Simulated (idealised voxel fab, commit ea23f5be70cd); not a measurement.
Name of the process module below: voxel trench capacitor
In the cross-section labelled cut, the width is 230 nm and each square cell is 5 nm.
In what follows, cross-sections appear as grids of square cells, described through bands that run from the top down, where every band is one or more rows of cells. Heights first: top, then bottom, in nm. Then materials, left to right, each with a width in nm. "edge to edge" on a single material: fills the band edge to edge. "air": empty space. Heights are measured from 0, the level below which the as-received wafer is all one material; the lowest band has no bottom and continues downward, written as in "0 -> down". Top row gets the first number, bottom row gets the second, and each row in between changes by the same step: that is how a band width like "30->40" works. "all unchanged" (step): cross-section cells unchanged, all of them. Closed-off voids of 8+ cells (no open route to the top) go in "Closed cavity list", written width x height at distance from the left edge, in nm. What comes after the settings on a step's line is commentary from the simulator itself on that step. "overlay nm" denotes, for a step that has a mask, the displacement of the mask to the right of its planned place, with negative values corresponding to the left.

-- Steps planned for the process
step 1: RECEIVE, material Si
step 2: CONFORMAL_DEP, material SiN, thk nm 10
step 3: PATTERN, tone open, mask id TRENCH, material resist, width nm 25, pitch nm 55, thk nm 15, overlay nm 0
step 4: DIRECTIONAL_ETCH, etch materials SiN, depth nm 10
step 5: DIRECTIONAL_ETCH, etch materials Si, depth nm 30
step 6: STRIP, etch materials resist
step 7: CONFORMAL_DEP, material Al2O3, thk nm 5
step 8: FILL_DEP, material polySi, thk nm 10
step 9: CMP, height nm 10

-- Delivered wafer in cross-section: state after step 1
* 0 -> down: Si edge to edge
* Closed cavity list: none

-- End-of-module XS, first of two wafers, run as planned
* 10 -> 0: SiN: 45 | Al2O3: 5 | polySi: 15 | Al2O3: 5 | SiN: 30 | Al2O3: 5 | polySi: 15 | Al2O3: 5 | SiN: 30 | Al2O3: 5 | polySi: 15 | Al2O3: 5 | SiN: 50
* 0 -> -25: Si: 45 | Al2O3: 5 | polySi: 15 | Al2O3: 5 | Si: 30 | Al2O3: 5 | polySi: 15 | Al2O3: 5 | Si: 30 | Al2O3: 5 | polySi: 15 | Al2O3: 5 | Si: 50
* -25 -> -30: Si: 45 | Al2O3: 25 | Si: 30 | Al2O3: 25 | Si: 30 | Al2O3: 25 | Si: 50
* -30 -> down: Si edge to edge
* Closed cavity list: none

-- Second wafer through the module, sectioned at the end: same beginning and same plan as the first wafer, with one mistake in carrying it out
* 10 -> 0: polySi: 40 | Al2O3: 5 | SiN: 25 | Al2O3: 5 | polySi: 20 | Al2O3: 5 | SiN: 25 | Al2O3: 5 | polySi: 20 | Al2O3: 5 | SiN: 25 | Al2O3: 5 | polySi: 45
* 0 -> -25: polySi: 40 | Al2O3: 5 | Si: 25 | Al2O3: 5 | polySi: 20 | Al2O3: 5 | Si: 25 | Al2O3: 5 | polySi: 20 | Al2O3: 5 | Si: 25 | Al2O3: 5 | polySi: 45
* -25 -> -30: Al2O3: 45 | Si: 25 | Al2O3: 30 | Si: 25 | Al2O3: 30 | Si: 25 | Al2O3: 50
* -30 -> down: Si edge to edge
* Closed cavity list: none
Diagnosis: step 3 ran with different settings than intended, the actual operation and settings being PATTERN, tone cover, mask id TRENCH, material resist, width nm 25, pitch nm 55, thk nm 15, overlay nm 0
Bottom line after processing is that, in cells, the second wafer is up or down on some materials versus the first: 16 more of Al2O3 | 96 fewer of Si | 32 fewer of SiN | 112 more of polySi
